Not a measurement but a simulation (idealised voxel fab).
voxel transistor to metal: a process module
The cross-section on display is named cut; it measures 155 nm wide, and its cells are 5 nm squares.
A cross-section in this document is a grid of square cells, and it is written down as bands, the top band listed before the ones below it; a band is made up of one or more rows of cells.
For a band, the entry starts with two heights in nm, that of the top and then that of the bottom, and carries on with the band's materials in order from left to right, each alongside its width in nm; the word "edge to edge" beside a single material means it fills the band edge to edge, and "blank" means empty space.
We count height from 0. Below that, the starting wafer is all one material. The lowest band never ends at the bottom but goes on down; see "0 down" for how that is written.
When a width is written as two numbers, as in "30 to 40", the first number is the width in the top row of cells of the band and the second is the width in its bottom row, and the width changes by the same amount from each row to the next.
No cell of the cross-section changed in a step that is given as "all unchanged".
Any empty space of 8 cells or more lacking an open way to the top shows up in "Unvented cavities" as width x height at distance, distance from the left edge, in nm.
Read whatever lies past the settings on a step's line as the simulator's own remark about the step.
The optional step-line setting "overlay nm" applies to steps with a mask and quantifies how far to the right of its planned location the mask lay, a negative value indicating leftward placement.

# Planned process steps
step 1: RECEIVE,material Si
step 2: OXIDIZE,depth nm 5
step 3: CONFORMAL_DEP,material SiN,thk nm 15
step 4: MASKED_ETCH,tone cover,mask id ACTIVE,width nm 95,etch materials SiN,depth nm 15,overlay nm 0
step 5: MASKED_ETCH,tone cover,mask id ACTIVE,width nm 95,etch materials SiO2,depth nm 5,overlay nm 0
step 6: MASKED_ETCH,tone cover,mask id ACTIVE,width nm 95,etch materials Si,depth nm 25,overlay nm 0
step 7: OXIDIZE,depth nm 5
step 8: FILL_DEP,material SiO2,thk nm 5
step 9: CMP,height nm 15
step 10: SELECTIVE_ETCH,etch materials SiO2,depth nm 10
step 11: STRIP,etch materials SiN
step 12: SELECTIVE_ETCH,etch materials SiO2,depth nm 5
step 13: OXIDIZE,depth nm 5
step 14: DIRECTIONAL_DEP,material polySi,thk nm 20
step 15: DIRECTIONAL_DEP,material SiCN,thk nm 10
step 16: MASKED_ETCH,tone cover,mask id GATE,width nm 15,etch materials SiCN,depth nm 20,overlay nm 0
step 17: MASKED_ETCH,tone cover,mask id GATE,width nm 15,etch materials polySi,depth nm 30,overlay nm 0
step 18: CONFORMAL_DEP,material SiO2,thk nm 5
step 19: DIRECTIONAL_ETCH,etch materials SiO2,depth nm 5
step 20: CONFORMAL_DEP,material SiN,thk nm 10
step 21: DIRECTIONAL_ETCH,etch materials SiN,depth nm 10
step 22: DIRECTIONAL_ETCH,etch materials SiO2,depth nm 5
step 23: DIRECTIONAL_ETCH,etch materials Si,depth nm 15
step 24: EPI,material pSi,thk nm 20
step 25: FILL_DEP,material SiO2,thk nm 10
step 26: CMP,height nm 25
step 27: DIRECTIONAL_DEP,material SiO2,thk nm 15
step 28: PATTERN,tone open,mask id CONTACT,material resist,width nm 20,pitch nm 65,thk nm 15,overlay nm 0
step 29: DIRECTIONAL_ETCH,etch materials SiO2,depth nm 30
step 30: STRIP,etch materials resist
step 31: CONFORMAL_DEP,material TiN,thk nm 5
step 32: FILL_DEP,material W,thk nm 5
step 33: CMP,height nm 40
step 34: DIRECTIONAL_DEP,material TiN,thk nm 5
step 35: DIRECTIONAL_DEP,material Ru,thk nm 25
step 36: PATTERN,tone cover,mask id METAL_1,material resist,width nm 20,pitch nm 65,thk nm 15,overlay nm 0
step 37: DIRECTIONAL_ETCH,etch materials Ru,depth nm 25
step 38: DIRECTIONAL_ETCH,etch materials TiN,depth nm 5
step 39: STRIP,etch materials resist
step 40: FILL_DEP,material lowk,thk nm 10
step 41: CMP,height nm 70
step 42: CONFORMAL_DEP,material SiCN,thk nm 5
step 43: DIRECTIONAL_DEP,material SiO2,thk nm 35
step 44: MASKED_ETCH,tone open,mask id METAL_2_HOLES,width nm 15,pitch nm 65,etch materials SiO2,depth nm 35,overlay nm 0
step 45: PATTERN,tone open,mask id METAL_2,material resist,width nm 20,pitch nm 65,thk nm 20,overlay nm 0
step 46: DIRECTIONAL_ETCH,etch materials SiO2,depth nm 20
step 47: DIRECTIONAL_ETCH,etch materials SiCN,depth nm 5
step 48: STRIP,etch materials resist
step 49: CONFORMAL_DEP,material TiN,thk nm 5
step 50: FILL_DEP,material Ru,thk nm 5
step 51: CMP,height nm 110
step 52: CONFORMAL_DEP,material SiCN,thk nm 5
Across this set of wafers, the varied parameter is the width nm of step 17. Starting conditions are identical for every wafer, and the plan reports the value assigned to the first wafer.

# first wafer as received, after step 1
> 0 down = Si edge to edge
> Unvented cavities: none

# Take a look at the first of several wafers in cross-section: the module is done, and step 52 was its last step
> 115 to 110 = SiCN edge to edge
> 110 to 95 = 35 SiO2, 5 TiN, 10 Ru, 5 TiN, 45 SiO2, 5 TiN, 10 Ru, 5 TiN, 35 SiO2
> 95 to 90 = 35 SiO2, 5 TiN, 5 Ru, 10 TiN, 45 SiO2, 5 TiN, 5 Ru, 10 TiN, 35 SiO2
> 90 to 75 = 35 SiO2, 5 TiN, 5 Ru, 5 TiN, 50 SiO2, 5 TiN, 5 Ru, 5 TiN, 40 SiO2
> 75 to 70 = 35 SiCN, 15 TiN, 50 SiCN, 15 TiN, 40 SiCN
> 70 to 45 = 35 lowk, 20 Ru, 45 lowk, 20 Ru, 35 lowk
> 45 to 40 = 35 lowk, 20 TiN, 45 lowk, 20 TiN, 35 lowk
> 40 to 25 = 35 SiO2, 5 TiN, 10 W, 5 TiN, 45 SiO2, 5 TiN, 10 W, 5 TiN, 35 SiO2
> 25 to 15 = 35 SiO2, 5 TiN, 10 W, 5 TiN, 10 SiN, 5 SiO2, 15 SiCN, 5 SiO2, 10 SiN, 5 TiN, 10 W, 5 TiN, 35 SiO2
> 15 to 10 = 35 SiO2, 20 TiN, 10 SiN, 5 SiO2, 15 polySi, 5 SiO2, 10 SiN, 20 TiN, 35 SiO2
> 10 to 0 = 30 SiO2, 25 pSi, 10 SiN, 5 SiO2, 15 polySi, 5 SiO2, 10 SiN, 25 pSi, 30 SiO2
> 0 to -5 = 30 SiO2, 10 SiN, 15 pSi, 10 SiN, 5 SiO2, 15 polySi, 5 SiO2, 10 SiN, 15 pSi, 10 SiN, 30 SiO2
> -5 to -10 = 40 SiO2, 15 pSi, 45 SiO2, 15 pSi, 40 SiO2
> -10 to -25 = 35 SiO2, 5 Si, 15 pSi, 45 Si, 15 pSi, 5 Si, 35 SiO2
> -25 to -35 = 35 SiO2, 85 Si, 35 SiO2
> -35 down = Si edge to edge
> Unvented cavities: none

# Cross-section of the last wafer at end of module
> 115 to 110 = SiCN edge to edge
> 110 to 95 = 35 SiO2, 5 TiN, 10 Ru, 5 TiN, 45 SiO2, 5 TiN, 10 Ru, 5 TiN, 35 SiO2
> 95 to 90 = 35 SiO2, 5 TiN, 5 Ru, 10 TiN, 45 SiO2, 5 TiN, 5 Ru, 10 TiN, 35 SiO2
> 90 to 75 = 35 SiO2, 5 TiN, 5 Ru, 5 TiN, 50 SiO2, 5 TiN, 5 Ru, 5 TiN, 40 SiO2
> 75 to 70 = 35 SiCN, 15 TiN, 50 SiCN, 15 TiN, 40 SiCN
> 70 to 45 = 35 lowk, 20 Ru, 45 lowk, 20 Ru, 35 lowk
> 45 to 40 = 35 lowk, 20 TiN, 45 lowk, 20 TiN, 35 lowk
> 40 to 25 = 35 SiO2, 5 TiN, 10 W, 5 TiN, 45 SiO2, 5 TiN, 10 W, 5 TiN, 35 SiO2
> 25 to 20 = 35 SiO2, 5 TiN, 10 W, 5 TiN, 10 SiN, 5 SiO2, 15 SiCN, 5 SiO2, 10 SiN, 5 TiN, 10 W, 5 TiN, 35 SiO2
> 20 to 15 = 35 SiO2, 5 TiN, 5 W, 10 TiN, 10 SiN, 5 SiO2, 15 SiCN, 5 SiO2, 10 SiN, 20 TiN, 35 SiO2
> 15 to 10 = 35 SiO2, 15 TiN, 10 SiN, 5 SiO2, 30 polySi, 5 SiO2, 10 SiN, 10 TiN, 35 SiO2
> 10 to 0 = 30 SiO2, 20 pSi, 10 SiN, 5 SiO2, 30 polySi, 5 SiO2, 10 SiN, 15 pSi, 30 SiO2
> 0 to -5 = 30 SiO2, 10 SiN, 10 pSi, 10 SiN, 5 SiO2, 30 polySi, 5 SiO2, 10 SiN, 5 pSi, 10 SiN, 30 SiO2
> -5 to -10 = 40 SiO2, 10 pSi, 60 SiO2, 5 pSi, 40 SiO2
> -10 to -25 = 35 SiO2, 5 Si, 10 pSi, 60 Si, 5 pSi, 5 Si, 35 SiO2
> -25 to -35 = 35 SiO2, 85 Si, 35 SiO2
> -35 down = Si edge to edge
> Unvented cavities: none

# Tabulated below, wafer by wafer, are the end-of-module results: for each material, the number of cells gained (+) or lost (-) relative to the as-received state, followed by the closed voids
width nm 15 | +60 Ru | -150 Si | +62 SiCN | +28 SiN | +421 SiO2 | +72 TiN | +20 W | +138 lowk | +50 pSi | +12 polySi | Unvented cavities: none
width nm 20 | +60 Ru | -147 Si | +62 SiCN | +28 SiN | +422 SiO2 | +72 TiN | +19 W | +138 lowk | +43 pSi | +16 polySi | Unvented cavities: none
width nm 25 | +60 Ru | -144 Si | +62 SiCN | +28 SiN | +423 SiO2 | +72 TiN | +18 W | +138 lowk | +36 pSi | +20 polySi | Unvented cavities: none
width nm 30 | +60 Ru | -141 Si | +62 SiCN | +28 SiN | +424 SiO2 | +72 TiN | +17 W | +138 lowk | +29 pSi | +24 polySi | Unvented cavities: none
